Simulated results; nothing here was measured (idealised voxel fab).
process module | voxel spacer lines
cross-section cut | 250 nm wide | cells 5 nm
A cross-section is a grid of square cells, given in bands from the top down. A band is one or more rows of cells.
Each band's line starts with the height of the band's top and of its bottom, in nm. Then come its materials from left to right, each with its width in nm. One material with "throughout" fills the band from edge to edge. "air" is empty space.
Height 0 is the level under which the wafer as received is all one material. The lowest band goes on downwards, as in "0 down".
A width such as "30 to 40" changes by the same amount from each row of cells to the next, from the band's top row to its bottom row.
"no change" after a step means that no cell of the cross-section changed.
closed voids: empty space of 8 cells or more with no open way to the top, each as width x height at its distance from the left edge, in nm
after a step's settings: what the simulator itself notes on the step
overlay nm, on a step with a mask: how far to the right of its planned place the mask lay; to the left if negative
Each pair below shows a cross-section before one step and the cross-section after it, down to the lowest band that changed. The line under each pair gives the step between them, with its settings. The pairs can come from different runs of this module on the same starting wafer, so a pair continues from the pair above only where its "before" says so.
before
  0 down: Si throughout
  closed voids: none
after
  10 to 0: Al2O3 throughout
  below 0: unchanged
  closed voids: none
the step between: op CONFORMAL_DEP | material Al2O3 | thk nm 10
before: the cross-section after the pair above
after
  20 to 10: W throughout
  below 10: unchanged
  closed voids: none
the step between: op DIRECTIONAL_DEP | material W | thk nm 10
before: the cross-section after the pair above
after
  45 to 20: aC throughout
  below 20: unchanged
  closed voids: none
the step between: op DIRECTIONAL_DEP | material aC | thk nm 25
before: the cross-section after the pair above
after
  75 to 45: air 85 | resist 15 | air 45 | resist 15 | air 90
  below 45: unchanged
  closed voids: none
the step between: op PATTERN | tone cover | mask id MANDREL | material resist | width nm 15 | pitch nm 60 | thk nm 30 | overlay nm 0
before: the cross-section after the pair above
after
  50 to 45: air 85 | resist 15 | air 45 | resist 15 | air 90
  45 to 20: air 85 | aC 15 | air 45 | aC 15 | air 90
  below 20: unchanged
  closed voids: none
the step between: op DIRECTIONAL_ETCH | etch materials aC | depth nm 25
before: the cross-section after the pair above
after
  45 to 20: air 85 | aC 15 | air 45 | aC 15 | air 90
  below 20: unchanged
  closed voids: none
the step between: op STRIP | etch materials resist
before: the cross-section after the pair above
after
  60 to 45: air 70 | SiO2 45 | air 15 | SiO2 45 | air 75
  45 to 35: air 70 | SiO2 15 | aC 15 | SiO2 15 | air 15 | SiO2 15 | aC 15 | SiO2 15 | air 75
  35 to 20: SiO2 85 | aC 15 | SiO2 45 | aC 15 | SiO2 90
  below 20: unchanged
  closed voids: none
the step between: op CONFORMAL_DEP | material SiO2 | thk nm 15
before: the cross-section after the pair above
after
  45 to 20: air 70 | SiO2 15 | aC 15 | SiO2 15 | air 15 | SiO2 15 | aC 15 | SiO2 15 | air 75
  below 20: unchanged
  closed voids: none
the step between: op DIRECTIONAL_ETCH | etch materials SiO2 | depth nm 15
before: the cross-section after the pair above
after
  45 to 20: air 70 | SiO2 15 | air 15 | SiO2 15 | air 15 | SiO2 15 | air 15 | SiO2 15 | air 75
  below 20: unchanged
  closed voids: none
the step between: op STRIP | etch materials aC
before: the cross-section after the pair above
after
  45 to 20: air 70 | SiO2 15 | air 15 | SiO2 15 | air 15 | SiO2 15 | air 15 | SiO2 15 | air 75
  20 to 10: air 70 | W 15 | air 15 | W 15 | air 15 | W 15 | air 15 | W 15 | air 75
  below 10: unchanged
  closed voids: none
the step between: op DIRECTIONAL_ETCH | etch materials W | depth nm 10
before: the cross-section after the pair above
after
  20 to 10: air 70 | W 15 | air 15 | W 15 | air 15 | W 15 | air 15 | W 15 | air 75
  below 10: unchanged
  closed voids: none
the step between: op STRIP | etch materials SiO2
before: the cross-section after the pair above
after
  30 to 20: SiO2 throughout
  20 to 10: SiO2 70 | W 15 | SiO2 15 | W 15 | SiO2 15 | W 15 | SiO2 15 | W 15 | SiO2 75
  below 10: unchanged
  closed voids: none
the step between: op FILL_DEP | material SiO2 | thk nm 10
before: the cross-section after the pair above
after
  20 to 10: SiO2 70 | W 15 | SiO2 15 | W 15 | SiO2 15 | W 15 | SiO2 15 | W 15 | SiO2 75
  below 10: unchanged
  closed voids: none
the step between: op CMP | height nm 20
before
  0 down: Si throughout
  closed voids: none
after
  10 to 0: W throughout
  below 0: unchanged
  closed voids: none
the step between: op DIRECTIONAL_DEP | material W | thk nm 10
before: the cross-section after the pair above
after
  35 to 10: aC throughout
  below 10: unchanged
  closed voids: none
the step between: op DIRECTIONAL_DEP | material aC | thk nm 25
before: the cross-section after the pair above
after
  65 to 35: air 85 | resist 15 | air 45 | resist 15 | air 90
  below 35: unchanged
  closed voids: none
the step between: op PATTERN | tone cover | mask id MANDREL | material resist | width nm 15 | pitch nm 60 | thk nm 30 | overlay nm 0
before: the cross-section after the pair above
after
  40 to 35: air 85 | resist 15 | air 45 | resist 15 | air 90
  35 to 10: air 85 | aC 15 | air 45 | aC 15 | air 90
  below 10: unchanged
  closed voids: none
the step between: op DIRECTIONAL_ETCH | etch materials aC | depth nm 25
before: the cross-section after the pair above
after
  35 to 10: air 85 | aC 15 | air 45 | aC 15 | air 90
  below 10: unchanged
  closed voids: none
the step between: op STRIP | etch materials resist
before: the cross-section after the pair above
after
  50 to 35: air 70 | SiO2 45 | air 15 | SiO2 45 | air 75
  35 to 25: air 70 | SiO2 15 | aC 15 | SiO2 15 | air 15 | SiO2 15 | aC 15 | SiO2 15 | air 75
  25 to 10: SiO2 85 | aC 15 | SiO2 45 | aC 15 | SiO2 90
  below 10: unchanged
  closed voids: none
the step between: op CONFORMAL_DEP | material SiO2 | thk nm 15
before: the cross-section after the pair above
after
  35 to 10: air 70 | SiO2 15 | aC 15 | SiO2 15 | air 15 | SiO2 15 | aC 15 | SiO2 15 | air 75
  below 10: unchanged
  closed voids: none
the step between: op DIRECTIONAL_ETCH | etch materials SiO2 | depth nm 15
before: the cross-section after the pair above
after
  35 to 10: air 70 | SiO2 15 | air 15 | SiO2 15 | air 15 | SiO2 15 | air 15 | SiO2 15 | air 75
  below 10: unchanged
  closed voids: none
the step between: op STRIP | etch materials aC
before: the cross-section after the pair above
after
  35 to 10: air 70 | SiO2 15 | air 15 | SiO2 15 | air 15 | SiO2 15 | air 15 | SiO2 15 | air 75
  10 to 0: air 70 | W 15 | air 15 | W 15 | air 15 | W 15 | air 15 | W 15 | air 75
  below 0: unchanged
  closed voids: none
the step between: op DIRECTIONAL_ETCH | etch materials W | depth nm 10
before: the cross-section after the pair above
after
  10 to 0: air 70 | W 15 | air 15 | W 15 | air 15 | W 15 | air 15 | W 15 | air 75
  below 0: unchanged
  closed voids: none
the step between: op STRIP | etch materials SiO2
before: the cross-section after the pair above
after
  20 to 10: SiO2 throughout
  10 to 0: SiO2 70 | W 15 | SiO2 15 | W 15 | SiO2 15 | W 15 | SiO2 15 | W 15 | SiO2 75
  below 0: unchanged
  closed voids: none
the step between: op FILL_DEP | material SiO2 | thk nm 10
before
  10 to 0: Al2O3 throughout
  0 down: Si throughout
  closed voids: none
after
  35 to 10: aC throughout
  below 10: unchanged
  closed voids: none
the step between: op DIRECTIONAL_DEP | material aC | thk nm 25
before: the cross-section after the pair above
after
  45 to 35: W throughout
  below 35: unchanged
  closed voids: none
the step between: op DIRECTIONAL_DEP | material W | thk nm 10
before: the cross-section after the pair above
after
  75 to 45: air 85 | resist 15 | air 45 | resist 15 | air 90
  below 45: unchanged
  closed voids: none
the step between: op PATTERN | tone cover | mask id MANDREL | material resist | width nm 15 | pitch nm 60 | thk nm 30 | overlay nm 0
before: the cross-section after the pair above
after
  50 to 45: air 85 | resist 15 | air 45 | resist 15 | air 90
  below 45: unchanged
  closed voids: none
the step between: op DIRECTIONAL_ETCH | etch materials aC | depth nm 25
before: the cross-section after the pair above
after
  45 to 35: W throughout
  below 35: unchanged
  closed voids: none
the step between: op STRIP | etch materials resist
before: the cross-section after the pair above
after
  60 to 45: SiO2 throughout
  below 45: unchanged
  closed voids: none
the step between: op CONFORMAL_DEP | material SiO2 | thk nm 15
before: the cross-section after the pair above
after
  45 to 35: W throughout
  below 35: unchanged
  closed voids: none
the step between: op DIRECTIONAL_ETCH | etch materials SiO2 | depth nm 15
before: the cross-section after the pair above
after
  35 to 10: aC throughout
  below 10: unchanged
  closed voids: none
the step between: op DIRECTIONAL_ETCH | etch materials W | depth nm 10
before: the cross-section after the pair above
after
  45 to 35: SiO2 throughout
  below 35: unchanged
  closed voids: none
the step between: op FILL_DEP | material SiO2 | thk nm 10
before: the cross-section after the pair above
after
  20 to 10: aC throughout
  below 10: unchanged
  closed voids: none
the step between: op CMP | height nm 20
before
  45 to 20: air 85 | aC 15 | air 45 | aC 15 | air 90
  20 to 10: W throughout
  10 to 0: Al2O3 throughout
  0 down: Si throughout
  closed voids: none
after
  50 to 45: air 80 | SiO2 25 | air 35 | SiO2 25 | air 85
  45 to 25: air 80 | SiO2 5 | aC 15 | SiO2 5 | air 35 | SiO2 5 | aC 15 | SiO2 5 | air 85
  25 to 20: SiO2 85 | aC 15 | SiO2 45 | aC 15 | SiO2 90
  below 20: unchanged
  closed voids: none
the step between: op CONFORMAL_DEP | material SiO2 | thk nm 5
before: the cross-section after the pair above
after
  45 to 35: air 85 | aC 15 | air 45 | aC 15 | air 90
  35 to 20: air 80 | SiO2 5 | aC 15 | SiO2 5 | air 35 | SiO2 5 | aC 15 | SiO2 5 | air 85
  below 20: unchanged
  closed voids: none
the step between: op DIRECTIONAL_ETCH | etch materials SiO2 | depth nm 15
before: the cross-section after the pair above
after
  35 to 20: air 80 | SiO2 5 | air 15 | SiO2 5 | air 35 | SiO2 5 | air 15 | SiO2 5 | air 85
  below 20: unchanged
  closed voids: none
the step between: op STRIP | etch materials aC
before: the cross-section after the pair above
after
  35 to 20: air 80 | SiO2 5 | air 15 | SiO2 5 | air 35 | SiO2 5 | air 15 | SiO2 5 | air 85
  20 to 10: air 80 | W 5 | air 15 | W 5 | air 35 | W 5 | air 15 | W 5 | air 85
  below 10: unchanged
  closed voids: none
the step between: op DIRECTIONAL_ETCH | etch materials W | depth nm 10
before: the cross-section after the pair above
after
  20 to 10: air 80 | W 5 | air 15 | W 5 | air 35 | W 5 | air 15 | W 5 | air 85
  below 10: unchanged
  closed voids: none
the step between: op STRIP | etch materials SiO2
before: the cross-section after the pair above
after
  30 to 20: SiO2 throughout
  20 to 10: SiO2 80 | W 5 | SiO2 15 | W 5 | SiO2 35 | W 5 | SiO2 15 | W 5 | SiO2 85
  below 10: unchanged
  closed voids: none
the step between: op FILL_DEP | material SiO2 | thk nm 10
before: the cross-section after the pair above
after
  20 to 10: SiO2 80 | W 5 | SiO2 15 | W 5 | SiO2 35 | W 5 | SiO2 15 | W 5 | SiO2 85
  below 10: unchanged
  closed voids: none
the step between: op CMP | height nm 20
before
  45 to 20: aC throughout
  20 to 10: W throughout
  10 to 0: Al2O3 throughout
  0 down: Si throughout
  closed voids: none
after
  75 to 45: air 85 | resist 20 | air 40 | resist 20 | air 85
  below 45: unchanged
  closed voids: none
the step between: op PATTERN | tone cover | mask id MANDREL | material resist | width nm 20 | pitch nm 60 | thk nm 30 | overlay nm 0
before: the cross-section after the pair above
after
  50 to 45: air 85 | resist 20 | air 40 | resist 20 | air 85
  45 to 20: air 85 | aC 20 | air 40 | aC 20 | air 85
  below 20: unchanged
  closed voids: none
the step between: op DIRECTIONAL_ETCH | etch materials aC | depth nm 25
before: the cross-section after the pair above
after
  45 to 20: air 85 | aC 20 | air 40 | aC 20 | air 85
  below 20: unchanged
  closed voids: none
the step between: op STRIP | etch materials resist
before: the cross-section after the pair above
after
  60 to 45: air 70 | SiO2 50 | air 10 | SiO2 50 | air 70
  45 to 35: air 70 | SiO2 15 | aC 20 | SiO2 15 | air 10 | SiO2 15 | aC 20 | SiO2 15 | air 70
  35 to 20: SiO2 85 | aC 20 | SiO2 40 | aC 20 | SiO2 85
  below 20: unchanged
  closed voids: none
the step between: op CONFORMAL_DEP | material SiO2 | thk nm 15
before: the cross-section after the pair above
after
  45 to 20: air 70 | SiO2 15 | aC 20 | SiO2 15 | air 10 | SiO2 15 | aC 20 | SiO2 15 | air 70
  below 20: unchanged
  closed voids: none
the step between: op DIRECTIONAL_ETCH | etch materials SiO2 | depth nm 15
before: the cross-section after the pair above
after
  45 to 20: air 70 | SiO2 15 | air 20 | SiO2 15 | air 10 | SiO2 15 | air 20 | SiO2 15 | air 70
  below 20: unchanged
  closed voids: none
the step between: op STRIP | etch materials aC
before: the cross-section after the pair above
after
  45 to 20: air 70 | SiO2 15 | air 20 | SiO2 15 | air 10 | SiO2 15 | air 20 | SiO2 15 | air 70
  20 to 10: air 70 | W 15 | air 20 | W 15 | air 10 | W 15 | air 20 | W 15 | air 70
  below 10: unchanged
  closed voids: none
the step between: op DIRECTIONAL_ETCH | etch materials W | depth nm 10
before: the cross-section after the pair above
after
  20 to 10: air 70 | W 15 | air 20 | W 15 | air 10 | W 15 | air 20 | W 15 | air 70
  below 10: unchanged
  closed voids: none
the step between: op STRIP | etch materials SiO2
before: the cross-section after the pair above
after
  30 to 20: SiO2 throughout
  20 to 10: SiO2 70 | W 15 | SiO2 20 | W 15 | SiO2 10 | W 15 | SiO2 20 | W 15 | SiO2 70
  below 10: unchanged
  closed voids: none
the step between: op FILL_DEP | material SiO2 | thk nm 10
before: the cross-section after the pair above
after
  20 to 10: SiO2 70 | W 15 | SiO2 20 | W 15 | SiO2 10 | W 15 | SiO2 20 | W 15 | SiO2 70
  below 10: unchanged
  closed voids: none
the step between: op CMP | height nm 20
before
  45 to 20: aC throughout
  20 to 10: W throughout
  10 to 0: Al2O3 throughout
  0 down: Si throughout
  closed voids: none
after
  75 to 45: air 95 | resist 15 | air 45 | resist 15 | air 80
  below 45: unchanged
  closed voids: none
the step between: op PATTERN | tone cover | mask id MANDREL | material resist | width nm 15 | pitch nm 60 | thk nm 30 | overlay nm 10
before: the cross-section after the pair above
after
  50 to 45: air 95 | resist 15 | air 45 | resist 15 | air 80
  45 to 20: air 95 | aC 15 | air 45 | aC 15 | air 80
  below 20: unchanged
  closed voids: none
the step between: op DIRECTIONAL_ETCH | etch materials aC | depth nm 25
before: the cross-section after the pair above
after
  45 to 20: air 95 | aC 15 | air 45 | aC 15 | air 80
  below 20: unchanged
  closed voids: none
the step between: op STRIP | etch materials resist
before: the cross-section after the pair above
after
  60 to 45: air 80 | SiO2 45 | air 15 | SiO2 45 | air 65
  45 to 35: air 80 | SiO2 15 | aC 15 | SiO2 15 | air 15 | SiO2 15 | aC 15 | SiO2 15 | air 65
  35 to 20: SiO2 95 | aC 15 | SiO2 45 | aC 15 | SiO2 80
  below 20: unchanged
  closed voids: none
the step between: op CONFORMAL_DEP | material SiO2 | thk nm 15
before: the cross-section after the pair above
after
  45 to 20: air 80 | SiO2 15 | aC 15 | SiO2 15 | air 15 | SiO2 15 | aC 15 | SiO2 15 | air 65
  below 20: unchanged
  closed voids: none
the step between: op DIRECTIONAL_ETCH | etch materials SiO2 | depth nm 15
before: the cross-section after the pair above
after
  45 to 20: air 80 | SiO2 15 | air 15 | SiO2 15 | air 15 | SiO2 15 | air 15 | SiO2 15 | air 65
  below 20: unchanged
  closed voids: none
the step between: op STRIP | etch materials aC
before: the cross-section after the pair above
after
  45 to 20: air 80 | SiO2 15 | air 15 | SiO2 15 | air 15 | SiO2 15 | air 15 | SiO2 15 | air 65
  20 to 10: air 80 | W 15 | air 15 | W 15 | air 15 | W 15 | air 15 | W 15 | air 65
  below 10: unchanged
  closed voids: none
the step between: op DIRECTIONAL_ETCH | etch materials W | depth nm 10
before: the cross-section after the pair above
after
  20 to 10: air 80 | W 15 | air 15 | W 15 | air 15 | W 15 | air 15 | W 15 | air 65
  below 10: unchanged
  closed voids: none
the step between: op STRIP | etch materials SiO2
before: the cross-section after the pair above
after
  30 to 20: SiO2 throughout
  20 to 10: SiO2 80 | W 15 | SiO2 15 | W 15 | SiO2 15 | W 15 | SiO2 15 | W 15 | SiO2 65
  below 10: unchanged
  closed voids: none
the step between: op FILL_DEP | material SiO2 | thk nm 10
before: the cross-section after the pair above
after
  20 to 10: SiO2 80 | W 15 | SiO2 15 | W 15 | SiO2 15 | W 15 | SiO2 15 | W 15 | SiO2 65
  below 10: unchanged
  closed voids: none
the step between: op CMP | height nm 20
before
  0 down: Si throughout
  closed voids: none
after
  10 to 0: W throughout
  below 0: unchanged
  closed voids: none
the step between: op CONFORMAL_DEP | material W | thk nm 10
before: the cross-section after the pair above
after
  20 to 0: W throughout
  below 0: unchanged
  closed voids: none
the step between: op DIRECTIONAL_DEP | material W | thk nm 10
before: the cross-section after the pair above
after
  45 to 20: aC throughout
  below 20: unchanged
  closed voids: none
the step between: op DIRECTIONAL_DEP | material aC | thk nm 25
before: the cross-section after the pair above
after
  75 to 45: air 85 | resist 15 | air 45 | resist 15 | air 90
  below 45: unchanged
  closed voids: none
the step between: op PATTERN | tone cover | mask id MANDREL | material resist | width nm 15 | pitch nm 60 | thk nm 30 | overlay nm 0
before: the cross-section after the pair above
after
  50 to 45: air 85 | resist 15 | air 45 | resist 15 | air 90
  45 to 20: air 85 | aC 15 | air 45 | aC 15 | air 90
  below 20: unchanged
  closed voids: none
the step between: op DIRECTIONAL_ETCH | etch materials aC | depth nm 25
before: the cross-section after the pair above
after
  45 to 20: air 85 | aC 15 | air 45 | aC 15 | air 90
  below 20: unchanged
  closed voids: none
the step between: op STRIP | etch materials resist
before: the cross-section after the pair above
after
  60 to 45: air 70 | SiO2 45 | air 15 | SiO2 45 | air 75
  45 to 35: air 70 | SiO2 15 | aC 15 | SiO2 15 | air 15 | SiO2 15 | aC 15 | SiO2 15 | air 75
  35 to 20: SiO2 85 | aC 15 | SiO2 45 | aC 15 | SiO2 90
  below 20: unchanged
  closed voids: none
the step between: op CONFORMAL_DEP | material SiO2 | thk nm 15
before: the cross-section after the pair above
after
  45 to 20: air 70 | SiO2 15 | aC 15 | SiO2 15 | air 15 | SiO2 15 | aC 15 | SiO2 15 | air 75
  below 20: unchanged
  closed voids: none
the step between: op DIRECTIONAL_ETCH | etch materials SiO2 | depth nm 15
before: the cross-section after the pair above
after
  45 to 20: air 70 | SiO2 15 | air 15 | SiO2 15 | air 15 | SiO2 15 | air 15 | SiO2 15 | air 75
  below 20: unchanged
  closed voids: none
the step between: op STRIP | etch materials aC
before: the cross-section after the pair above
after
  45 to 20: air 70 | SiO2 15 | air 15 | SiO2 15 | air 15 | SiO2 15 | air 15 | SiO2 15 | air 75
  20 to 10: air 70 | W 15 | air 15 | W 15 | air 15 | W 15 | air 15 | W 15 | air 75
  below 10: unchanged
  closed voids: none
the step between: op DIRECTIONAL_ETCH | etch materials W | depth nm 10
before: the cross-section after the pair above
after
  20 to 10: air 70 | W 15 | air 15 | W 15 | air 15 | W 15 | air 15 | W 15 | air 75
  below 10: unchanged
  closed voids: none
the step between: op STRIP | etch materials SiO2
before: the cross-section after the pair above
after
  30 to 20: SiO2 throughout
  20 to 10: SiO2 70 | W 15 | SiO2 15 | W 15 | SiO2 15 | W 15 | SiO2 15 | W 15 | SiO2 75
  below 10: unchanged
  closed voids: none
the step between: op FILL_DEP | material SiO2 | thk nm 10
before: the cross-section after the pair above
after
  20 to 10: SiO2 70 | W 15 | SiO2 15 | W 15 | SiO2 15 | W 15 | SiO2 15 | W 15 | SiO2 75
  below 10: unchanged
  closed voids: none
the step between: op CMP | height nm 20
